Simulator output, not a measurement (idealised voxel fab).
Module name: voxel self aligned vias (process module)
The figure presents cross-section cut, which has a width of 210 nm and is divided into square cells with an edge length of 5 nm.
Cross-section layout: square cells on a grid; listed as bands, top to bottom; a band spans one or more cell rows. Look at the band entry: it leads with the top's height and the bottom's height in nm. Then it lists the materials left to right, with a width in nm for each. The word "everywhere" on a single material says that material fills the band edge to edge. The word "blank" is empty space. Where do heights start? At 0: under that level the wafer as delivered is made of one material only. And the lowest band has no floor; it just carries on downward, as in "0 -> down". Note: "30 to 40" means the width goes from the first number (top row of the band) to the second number (bottom row) in equal steps per row of cells. Reading "same as before" for a step: not a cell of the cross-section changed in it. If an empty space has no open way to the top and is at least 8 cells in size, "Tabulated closed voids" lists it, written width x height at distance, where distance is measured from the left edge and every value is in nm. Where a step's line continues beyond its settings, the continuation is a remark by the simulator itself on that step. overlay nm: mask right of planned place by this much (step with mask). Neg. = left.

The steps planned for the process are as follows:
- 1: RECEIVE,material Si
- 2: CONFORMAL_DEP,material SiO2,thk nm 15
- 3: CONFORMAL_DEP,material SiCN,thk nm 5
- 4: DIRECTIONAL_DEP,material SiO2,thk nm 20
- 5: PATTERN,tone open,mask id LINES,material resist,width nm 20,pitch nm 55,thk nm 15,overlay nm 0
- 6: DIRECTIONAL_ETCH,etch materials SiO2,depth nm 20
- 7: STRIP,etch materials resist
- 8: CONFORMAL_DEP,material TiN,thk nm 5
- 9: FILL_DEP,material Ru,thk nm 5
- 10: CMP,height nm 40
- 11: SELECTIVE_ETCH,etch materials W Ru TiN,depth nm 10
- 12: FILL_DEP,material SiN,thk nm 10
- 13: CMP,height nm 40
- 14: DIRECTIONAL_DEP,material SiO2,thk nm 20
- 15: MASKED_ETCH,tone open,mask id VIAS,width nm 40,pitch nm 110,etch materials SiO2,depth nm 20,overlay nm 0
- 16: MASKED_ETCH,tone open,mask id VIAS,width nm 40,pitch nm 110,etch materials SiN,depth nm 10,overlay nm 0
- 17: CONFORMAL_DEP,material TiN,thk nm 5
- 18: FILL_DEP,material Cu,thk nm 10
- 19: CMP,height nm 60
- 20: CONFORMAL_DEP,material SiCN,thk nm 5

This is the cross-section of the wafer as we received it, i.e. after step 1:
0 -> down | Si everywhere
Tabulated closed voids: none

Wafer at module end, in section. Began as above, planned as above, run with one mistake:
65 -> 60 | SiCN everywhere
60 -> 45 | 30 of SiO2 | 5 of TiN | 30 of Cu | 5 of TiN | 70 of SiO2 | 5 of TiN | 30 of Cu | 5 of TiN | 30 of SiO2
45 -> 40 | 30 of SiO2 | 15 of TiN | 10 of Cu | 15 of TiN | 70 of SiO2 | 15 of TiN | 10 of Cu | 15 of TiN | 30 of SiO2
40 -> 35 | 40 of SiO2 | 5 of TiN | 10 of Cu | 5 of TiN | 35 of SiO2 | 20 of SiN | 35 of SiO2 | 5 of TiN | 10 of Cu | 5 of TiN | 40 of SiO2
35 -> 30 | 40 of SiO2 | 20 of TiN | 35 of SiO2 | 20 of SiN | 35 of SiO2 | 20 of TiN | 40 of SiO2
30 -> 25 | 40 of SiO2 | 20 of TiN | 35 of SiO2 | 20 of TiN | 35 of SiO2 | 20 of TiN | 40 of SiO2
25 -> 20 | SiCN everywhere
20 -> 0 | SiO2 everywhere
0 -> down | Si everywhere
Tabulated closed voids: none
Misprocessing identified: step 2 ran with different settings than intended, the actual operation and settings being CONFORMAL_DEP,material SiO2,thk nm 20
